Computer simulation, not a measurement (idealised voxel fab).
Documented hereafter: the process module known as voxel self aligned contacts.
Cross-section cut: width 250 nm, square cells of 5 nm.
If you're reading a cross-section in this doc, picture square cells in a grid; it comes to you as bands, top ones listed first down to the bottom, and a band can be one or more rows of cells.
Band entry format. Leading values: height of top, height of bottom, nm. Remainder: materials in left-to-right order, each with its width in nm. Special words: "everywhere" on a single material, which then fills the band edge to edge; "air", empty space.
It should be noted that heights are counted from 0, beneath which the wafer as supplied is of one material throughout, and that the lowest band possesses no lower boundary but continues downward, as written in "0 down".
Read "30->40" as a graded width: first number on top, second number at the bottom, same change between each pair of neighbouring rows.
No cell of the cross-section changed in a step that is given as "stayed the same".
"Sealed void listing" enumerates empty spaces isolated from the top, with no open way to it, that contain at least 8 cells, giving each as width x height at distance from the left edge, all three in nm.
after a step's settings: what the simulator itself notes on the step
For masked steps, "overlay nm" on the step line gives how far right of plan the mask actually lay; a minus sign means it lay to the left.
-- List of planned process steps
1) RECEIVE, material Si
2) OXIDIZE, depth nm 5
3) DIRECTIONAL_DEP, material polySi, thk nm 30
4) DIRECTIONAL_DEP, material SiN, thk nm 20
5) PATTERN, tone cover, mask id GATE, material resist, width nm 25, pitch nm 60, thk nm 15, overlay nm 0
6) DIRECTIONAL_ETCH, etch materials SiN, depth nm 20
7) DIRECTIONAL_ETCH, etch materials polySi, depth nm 30
8) STRIP, etch materials resist
9) CONFORMAL_DEP, material SiN, thk nm 10
10) DIRECTIONAL_ETCH, etch materials SiN, depth nm 10
11) FILL_DEP, material SiO2, thk nm 10
12) CMP, height nm 55
13) DIRECTIONAL_DEP, material aC, thk nm 15
14) PATTERN, tone open, mask id CONTACT, material resist, width nm 45, thk nm 35, overlay nm 0
15) DIRECTIONAL_ETCH, etch materials aC, depth nm 15
16) STRIP, etch materials resist
17) DIRECTIONAL_ETCH, etch materials SiO2, depth nm 60
18) STRIP, etch materials aC
19) CONFORMAL_DEP, material TiN, thk nm 5
20) FILL_DEP, material W, thk nm 10
21) CMP, height nm 55
22) CONFORMAL_DEP, material SiCN, thk nm 5
-- So this is the incoming wafer in cross-section - it's already been through step 1
* 0 down = Si everywhere
* Sealed void listing: none
-- First wafer of two, sectioned at end of module; run went per plan
* 60 to 55 = SiCN everywhere
* 55 to 50 = SiO2: 100, then TiN: 20, then W: 5, then TiN: 20, then SiO2: 105
* 50 to 30 = SiO2: 70, then SiN: 45, then TiN: 5, then W: 5, then TiN: 5, then SiN: 45, then SiO2: 75
* 30 to 0 = SiO2: 70, then SiN: 10, then polySi: 25, then SiN: 10, then TiN: 5, then W: 5, then TiN: 5, then SiN: 10, then polySi: 25, then SiN: 10, then SiO2: 75
* 0 to -5 = SiO2: 115, then TiN: 15, then SiO2: 120
* -5 down = Si everywhere
* Sealed void listing: none
-- So this is wafer number two of the two, cut at the end of the module - it started where the first did and had the same plan, we just got one thing wrong running it
* 60 to 55 = SiCN everywhere
* 55 to 50 = SiO2: 100, then TiN: 20, then W: 5, then TiN: 20, then SiO2: 105
* 50 to 30 = SiO2: 70, then SiN: 45, then TiN: 5, then W: 5, then TiN: 5, then SiN: 45, then SiO2: 75
* 30 to 15 = SiO2: 70, then SiN: 10, then polySi: 25, then SiN: 10, then TiN: 5, then W: 5, then TiN: 5, then SiN: 10, then polySi: 25, then SiN: 10, then SiO2: 75
* 15 to 10 = SiO2: 70, then SiN: 10, then polySi: 25, then SiN: 10, then TiN: 15, then SiN: 10, then polySi: 25, then SiN: 10, then SiO2: 75
* 10 to 0 = SiN: 80, then polySi: 25, then SiN: 35, then polySi: 25, then SiN: 85
* 0 to -5 = SiO2 everywhere
* -5 down = Si everywhere
* Sealed void listing: none
What was the processing mistake? contrary to the plan, steps 9 and 10 were processed in exchanged order
Per the end-of-run cell counts, the second wafer holds more or fewer of some materials than the first: SiN +64; SiO2 -55; TiN -6; W -3
